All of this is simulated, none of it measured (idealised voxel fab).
A process module follows: voxel self aligned contacts.
Pictured: cross-section cut, 245 nm wide, on a grid of 5 nm square cells.
Cross-section, as written here: a square-cell grid given band by band from the top down, where a band holds one or more rows of cells. A band entry consists of two parts. The first gives the height of the band's top and the height of its bottom, in nm. The rest lists the band's materials from left to right, each with its width in nm. A single material labelled with the word "throughout" fills the band from edge to edge, and the word "blank" marks empty space. Basically, 0 is our baseline, since under it the wafer straight out of the box is all one material. The bottom band has no lower end and keeps on going down, so it looks like "top 0, no bottom". Width spec "30..40" -> top row of cells at first value, bottom row at second value, equal per-row change in between. You'll sometimes find "remains unaltered" written for a step, and that's the way of saying that nowhere in the cross-section did a cell change during that step. Any empty space of 8 cells or more lacking an open way to the top shows up in "Enclosed void entries" as width x height at distance, distance from the left edge, in nm. It should be noted that, on the line of a given step, the content following the step's settings is a remark produced by the simulator itself with respect to that step. The "overlay nm" setting may appear on a step's line; for a step that uses a mask, it gives how far to the right of its planned position the mask lay, and a negative value indicates the left.
**The steps planned for the process are as follows**
1,op RECEIVE | material Si
2,op CONFORMAL_DEP | material SiO2 | thk nm 5
3,op DIRECTIONAL_DEP | material polySi | thk nm 20
4,op DIRECTIONAL_DEP | material SiN | thk nm 20
5,op PATTERN | tone cover | mask id GATE | material resist | width nm 35 | pitch nm 70 | thk nm 20 | overlay nm 0
6,op DIRECTIONAL_ETCH | etch materials SiN | depth nm 20
7,op DIRECTIONAL_ETCH | etch materials polySi | depth nm 20
8,op STRIP | etch materials resist
9,op CONFORMAL_DEP | material SiN | thk nm 5
10,op DIRECTIONAL_ETCH | etch materials SiN | depth nm 5
11,op FILL_DEP | material SiO2 | thk nm 10
12,op CMP | height nm 50
13,op DIRECTIONAL_DEP | material aC | thk nm 15
14,op PATTERN | tone open | mask id CONTACT | material resist | width nm 45 | pitch nm 70 | thk nm 35 | overlay nm 0
15,op DIRECTIONAL_ETCH | etch materials aC | depth nm 15
16,op STRIP | etch materials resist
17,op DIRECTIONAL_ETCH | etch materials SiO2 | depth nm 50
18,op STRIP | etch materials aC
19,op CONFORMAL_DEP | material TiN | thk nm 5
20,op FILL_DEP | material W | thk nm 5
21,op CMP | height nm 50
22,op CONFORMAL_DEP | material SiCN | thk nm 5
**Cross-section of the incoming wafer, state after step 1**
  top 0, no bottom: Si throughout
  Enclosed void entries: none
**One mistake in running the module, otherwise start and plan as above: cross-section at the end**
  top 55, bottom 50: SiCN throughout
  top 50, bottom 45: 65 of SiO2; 15 of TiN; 15 of W; 15 of TiN; 25 of SiO2; 15 of TiN; 15 of W; 15 of TiN; 65 of SiO2
  top 45, bottom 25: 30 of SiO2; 45 of SiN; 5 of TiN; 15 of W; 5 of TiN; 45 of SiN; 5 of TiN; 15 of W; 5 of TiN; 45 of SiN; 30 of SiO2
  top 25, bottom 15: 30 of SiO2; 5 of SiN; 35 of polySi; 5 of SiN; 5 of TiN; 15 of W; 5 of TiN; 5 of SiN; 35 of polySi; 5 of SiN; 5 of TiN; 15 of W; 5 of TiN; 5 of SiN; 35 of polySi; 5 of SiN; 30 of SiO2
  top 15, bottom 10: 30 of SiO2; 5 of SiN; 35 of polySi; 5 of SiN; 25 of TiN; 5 of SiN; 35 of polySi; 5 of SiN; 25 of TiN; 5 of SiN; 35 of polySi; 5 of SiN; 30 of SiO2
  top 10, bottom 5: 30 of SiO2; 5 of SiN; 35 of polySi; 5 of SiN; 25 of SiO2; 5 of SiN; 35 of polySi; 5 of SiN; 25 of SiO2; 5 of SiN; 35 of polySi; 5 of SiN; 30 of SiO2
  top 5, bottom 0: SiO2 throughout
  top 0, no bottom: Si throughout
  Enclosed void entries: none
Which mistake was made when the wafer was run? step 17, actual vs plan mismatch, actual run op DIRECTIONAL_ETCH | etch materials SiO2 | depth nm 40
